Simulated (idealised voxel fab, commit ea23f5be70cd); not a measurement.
process module | voxel ribs on slabs
cross-section cut | 160 nm wide | cells 5 nm
A cross-section is a grid of square cells, given in bands from the top down. A band is one or more rows of cells.
Each band's line starts with the height of the band's top and of its bottom, in nm. Then come its materials from left to right, each with its width in nm. One material with "throughout" fills the band from edge to edge. "air" is empty space.
Height 0 is the level under which the wafer as received is all one material. The lowest band goes on downwards, as in "0 down".
A width such as "30 to 40" changes by the same amount from each row of cells to the next, from the band's top row to its bottom row.
"no change" after a step means that no cell of the cross-section changed.
closed voids: empty space of 8 cells or more with no open way to the top, each as width x height at its distance from the left edge, in nm
after a step's settings: what the simulator itself notes on the step
overlay nm, on a step with a mask: how far to the right of its planned place the mask lay; to the left if negative
plan
1 op RECEIVE | material Si
2 op DIRECTIONAL_DEP | material SiO2 | thk nm 20
3 op DIRECTIONAL_DEP | material polySi | thk nm 25
4 op DIRECTIONAL_DEP | material aC | thk nm 10
5 op PATTERN | tone cover | mask id RIB | material resist | width nm 30 | thk nm 25 | overlay nm 0
6 op DIRECTIONAL_ETCH | etch materials aC | depth nm 10
7 op STRIP | etch materials resist
8 op DIRECTIONAL_ETCH | etch materials polySi | depth nm 5
9 op STRIP | etch materials aC
10 op DIRECTIONAL_DEP | material aC | thk nm 15
11 op PATTERN | tone cover | mask id SLAB | material resist | width nm 80 | thk nm 35 | overlay nm 0
12 op DIRECTIONAL_ETCH | etch materials aC | depth nm 15
13 op STRIP | etch materials resist
14 op DIRECTIONAL_ETCH | etch materials polySi | depth nm 20
15 op STRIP | etch materials aC
16 op FILL_DEP | material SiO2 | thk nm 20
17 op CMP | height nm 60
18 op DIRECTIONAL_DEP | material W | thk nm 10
19 op DIRECTIONAL_DEP | material aC | thk nm 15
20 op PATTERN | tone cover | mask id HEATER | material resist | width nm 40 | thk nm 30 | overlay nm 0
21 op DIRECTIONAL_ETCH | etch materials aC | depth nm 15
22 op STRIP | etch materials resist
23 op DIRECTIONAL_ETCH | etch materials W | depth nm 10
24 op STRIP | etch materials aC
25 op CONFORMAL_DEP | material SiO2 | thk nm 10
as received, after step 1
  0 down: Si throughout
  closed voids: none
first wafer at the end, as planned
  80 to 70: air 50 | SiO2 60 | air 50
  70 to 60: SiO2 60 | W 40 | SiO2 60
  60 to 45: SiO2 throughout
  45 to 40: SiO2 65 | polySi 30 | SiO2 65
  40 to 20: SiO2 40 | polySi 80 | SiO2 40
  20 to 0: SiO2 throughout
  0 down: Si throughout
  closed voids: none
second wafer at the end: like start, like plan, one mistake
  80 to 70: air 50 | SiO2 60 | air 50
  70 to 60: SiO2 60 | W 40 | SiO2 60
  60 to 45: W throughout
  45 to 40: W 65 | polySi 30 | W 65
  40 to 20: W 40 | polySi 80 | W 40
  20 to 0: SiO2 throughout
  0 down: Si throughout
  closed voids: none
what went wrong: step 16 ran as: op FILL_DEP | material W | thk nm 20
at the end the second wafer has, in cells: 186 fewer of SiO2 | 186 more of W
